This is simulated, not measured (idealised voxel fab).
Documented hereafter: the process module known as voxel self aligned vias.
Displayed cross-section: cut, width of 225 nm, square cells sized 5 nm.
Cross-section format: a grid of square cells, given as bands from top to bottom; each band is one or more rows of cells.
Top height, bottom height, nm. Materials left to right, width each, nm. Single material + "full width" = fills band edge to edge. "empty" = empty.
Heights from 0 (as-received wafer is one material below). Bottom band endless downward, as "0 -> down".
Per-row width for "30->40": begins at first number (top row of band), ends at second number (bottom row), increment between rows held constant.
"no modification" for a step: no cell of the cross-section changed in that step.
This entry, "Sealed-off cavities", enumerates those empty regions of no fewer than 8 cells that possess no open connection to the top. Each region is reported in the form width x height at distance, the distance being taken from the left edge, with all three quantities expressed in nm.
Text after the settings on a step's line: the simulator's own remark on that step.
For masked steps, "overlay nm" on the step line gives how far right of plan the mask actually lay; a minus sign means it lay to the left.

### This section lists the process steps that were planned
- 1: RECEIVE (material Si)
- 2: CONFORMAL_DEP (material SiO2; thk nm 10)
- 3: CONFORMAL_DEP (material SiCN; thk nm 5)
- 4: DIRECTIONAL_DEP (material lowk; thk nm 20)
- 5: PATTERN (tone open; mask id LINES; material resist; width nm 20; pitch nm 60; thk nm 15; overlay nm 0)
- 6: DIRECTIONAL_ETCH (etch materials lowk; depth nm 20)
- 7: STRIP (etch materials resist)
- 8: CONFORMAL_DEP (material TiN; thk nm 5)
- 9: FILL_DEP (material W; thk nm 5)
- 10: CMP (height nm 35)
- 11: SELECTIVE_ETCH (etch materials W Ru TiN; depth nm 5)
- 12: FILL_DEP (material SiN; thk nm 10)
- 13: CMP (height nm 35)
- 14: DIRECTIONAL_DEP (material lowk; thk nm 15)
- 15: DIRECTIONAL_DEP (material aC; thk nm 15)
- 16: PATTERN (tone open; mask id VIAS; material resist; width nm 40; pitch nm 60; thk nm 30; overlay nm 0)
- 17: DIRECTIONAL_ETCH (etch materials aC; depth nm 15)
- 18: STRIP (etch materials resist)
- 19: DIRECTIONAL_ETCH (etch materials lowk; depth nm 15)
- 20: DIRECTIONAL_ETCH (etch materials SiN; depth nm 5)
- 21: STRIP (etch materials aC)
- 22: CONFORMAL_DEP (material TiN; thk nm 5)
- 23: FILL_DEP (material Cu; thk nm 5)
- 24: CMP (height nm 50)
- 25: CONFORMAL_DEP (material SiN; thk nm 5)

### The first of two wafers, run as planned

### Cross-section: wafer on arrival = after step 1
    0 -> down = Si full width
    Sealed-off cavities: none

### After step 2, in cross-section
    10 -> 0 = SiO2 full width
    Under the height 0 nothing was changed.

### After step 3, in cross-section
    15 -> 10 = SiCN full width
    Under the height 10 nothing was changed.

### After step 4, in cross-section
    35 -> 15 = lowk full width
    Under the height 15 nothing was changed.

### After step 5, in cross-section
    50 -> 35 = resist: 70, empty: 20, resist: 40, empty: 20, resist: 75
    Under the height 35 nothing was changed.

### After step 6, in cross-section
    50 -> 35 = resist: 70, empty: 20, resist: 40, empty: 20, resist: 75
    35 -> 15 = lowk: 70, empty: 20, lowk: 40, empty: 20, lowk: 75
    Under the height 15 nothing was changed.

### After step 7, in cross-section
    35 -> 15 = lowk: 70, empty: 20, lowk: 40, empty: 20, lowk: 75
    Under the height 15 nothing was changed.

### After step 8, in cross-section
    40 -> 35 = TiN: 75, empty: 10, TiN: 50, empty: 10, TiN: 80
    35 -> 20 = lowk: 70, TiN: 5, empty: 10, TiN: 5, lowk: 40, TiN: 5, empty: 10, TiN: 5, lowk: 75
    20 -> 15 = lowk: 70, TiN: 20, lowk: 40, TiN: 20, lowk: 75
    Under the height 15 nothing was changed.

### After step 9, in cross-section
    45 -> 40 = W full width
    40 -> 35 = TiN: 75, W: 10, TiN: 50, W: 10, TiN: 80
    35 -> 20 = lowk: 70, TiN: 5, W: 10, TiN: 5, lowk: 40, TiN: 5, W: 10, TiN: 5, lowk: 75
    Under the height 20 nothing was changed.

### After step 10, in cross-section
    35 -> 20 = lowk: 70, TiN: 5, W: 10, TiN: 5, lowk: 40, TiN: 5, W: 10, TiN: 5, lowk: 75
    Under the height 20 nothing was changed.

### After step 11, in cross-section
    35 -> 30 = lowk: 70, empty: 20, lowk: 40, empty: 20, lowk: 75
    Under the height 30 nothing was changed.

### After step 12, in cross-section
    45 -> 35 = SiN full width
    35 -> 30 = lowk: 70, SiN: 20, lowk: 40, SiN: 20, lowk: 75
    Under the height 30 nothing was changed.

### After step 13, in cross-section
    35 -> 30 = lowk: 70, SiN: 20, lowk: 40, SiN: 20, lowk: 75
    Under the height 30 nothing was changed.

### After step 14, in cross-section
    50 -> 35 = lowk full width
    Under the height 35 nothing was changed.

### After step 15, in cross-section
    65 -> 50 = aC full width
    Under the height 50 nothing was changed.

### After step 16, in cross-section
    95 -> 65 = resist: 60, empty: 40, resist: 20, empty: 40, resist: 65
    Under the height 65 nothing was changed.

### After step 17, in cross-section
    80 -> 65 = resist: 60, empty: 40, resist: 20, empty: 40, resist: 65
    65 -> 50 = aC: 60, empty: 40, aC: 20, empty: 40, aC: 65
    Under the height 50 nothing was changed.

### After step 18, in cross-section
    65 -> 50 = aC: 60, empty: 40, aC: 20, empty: 40, aC: 65
    Under the height 50 nothing was changed.

### After step 19, in cross-section
    65 -> 50 = aC: 60, empty: 40, aC: 20, empty: 40, aC: 65
    50 -> 35 = lowk: 60, empty: 40, lowk: 20, empty: 40, lowk: 65
    Under the height 35 nothing was changed.

### After step 20, in cross-section
    65 -> 50 = aC: 60, empty: 40, aC: 20, empty: 40, aC: 65
    50 -> 35 = lowk: 60, empty: 40, lowk: 20, empty: 40, lowk: 65
    35 -> 30 = lowk: 70, empty: 20, lowk: 40, empty: 20, lowk: 75
    Under the height 30 nothing was changed.

### After step 21, in cross-section
    50 -> 35 = lowk: 60, empty: 40, lowk: 20, empty: 40, lowk: 65
    Under the height 35 nothing was changed.

### After step 22, in cross-section
    55 -> 50 = TiN: 65, empty: 30, TiN: 30, empty: 30, TiN: 70
    50 -> 40 = lowk: 60, TiN: 5, empty: 30, TiN: 5, lowk: 20, TiN: 5, empty: 30, TiN: 5, lowk: 65
    40 -> 35 = lowk: 60, TiN: 15, empty: 10, TiN: 15, lowk: 20, TiN: 15, empty: 10, TiN: 15, lowk: 65
    35 -> 30 = lowk: 70, TiN: 20, lowk: 40, TiN: 20, lowk: 75
    Under the height 30 nothing was changed.

### After step 23, in cross-section
    60 -> 55 = Cu full width
    55 -> 50 = TiN: 65, Cu: 30, TiN: 30, Cu: 30, TiN: 70
    50 -> 40 = lowk: 60, TiN: 5, Cu: 30, TiN: 5, lowk: 20, TiN: 5, Cu: 30, TiN: 5, lowk: 65
    40 -> 35 = lowk: 60, TiN: 15, Cu: 10, TiN: 15, lowk: 20, TiN: 15, Cu: 10, TiN: 15, lowk: 65
    Under the height 35 nothing was changed.

### After step 24, in cross-section
    50 -> 40 = lowk: 60, TiN: 5, Cu: 30, TiN: 5, lowk: 20, TiN: 5, Cu: 30, TiN: 5, lowk: 65
    Under the height 40 nothing was changed.

### After step 25, in cross-section
    55 -> 50 = SiN full width
    Under the height 50 nothing was changed.

### Second wafer: same start and same plan as the first, one execution error; identical to the first through step 15

### when step 16 should have ended
    95 -> 65 = empty: 60, resist: 40, empty: 20, resist: 40, empty: 65
    Under the height 65 nothing was changed.

### when step 17 should have ended
    80 -> 65 = empty: 60, resist: 40, empty: 20, resist: 40, empty: 65
    65 -> 50 = empty: 60, aC: 40, empty: 20, aC: 40, empty: 65
    Under the height 50 nothing was changed.

### when step 18 should have ended
    65 -> 50 = empty: 60, aC: 40, empty: 20, aC: 40, empty: 65
    Under the height 50 nothing was changed.

### when step 19 should have ended
    65 -> 50 = empty: 60, aC: 40, empty: 20, aC: 40, empty: 65
    50 -> 35 = empty: 60, lowk: 40, empty: 20, lowk: 40, empty: 65
    Under the height 35 nothing was changed.

when step 20 should have ended: no modification

### when step 21 should have ended
    50 -> 35 = empty: 60, lowk: 40, empty: 20, lowk: 40, empty: 65
    Under the height 35 nothing was changed.

### when step 22 should have ended
    55 -> 50 = empty: 55, TiN: 50, empty: 10, TiN: 50, empty: 60
    50 -> 40 = empty: 55, TiN: 5, lowk: 40, TiN: 5, empty: 10, TiN: 5, lowk: 40, TiN: 5, empty: 60
    40 -> 35 = TiN: 60, lowk: 40, TiN: 20, lowk: 40, TiN: 65
    Under the height 35 nothing was changed.

### when step 23 should have ended
    60 -> 55 = Cu full width
    55 -> 50 = Cu: 55, TiN: 50, Cu: 10, TiN: 50, Cu: 60
    50 -> 40 = Cu: 55, TiN: 5, lowk: 40, TiN: 5, Cu: 10, TiN: 5, lowk: 40, TiN: 5, Cu: 60
    Under the height 40 nothing was changed.

### when step 24 should have ended
    50 -> 40 = Cu: 55, TiN: 5, lowk: 40, TiN: 5, Cu: 10, TiN: 5, lowk: 40, TiN: 5, Cu: 60
    Under the height 40 nothing was changed.

### when step 25 should have ended
    55 -> 50 = SiN full width
    Under the height 50 nothing was changed.
Error vs. plan: step 16 deviated from plan and actually ran as PATTERN (tone cover; mask id VIAS; material resist; width nm 40; pitch nm 60; thk nm 30; overlay nm 0)
Wrapping up, a cell-based count of both wafers puts the second over or under the first for these materials: Cu +22, SiN +8, TiN +9, lowk -39
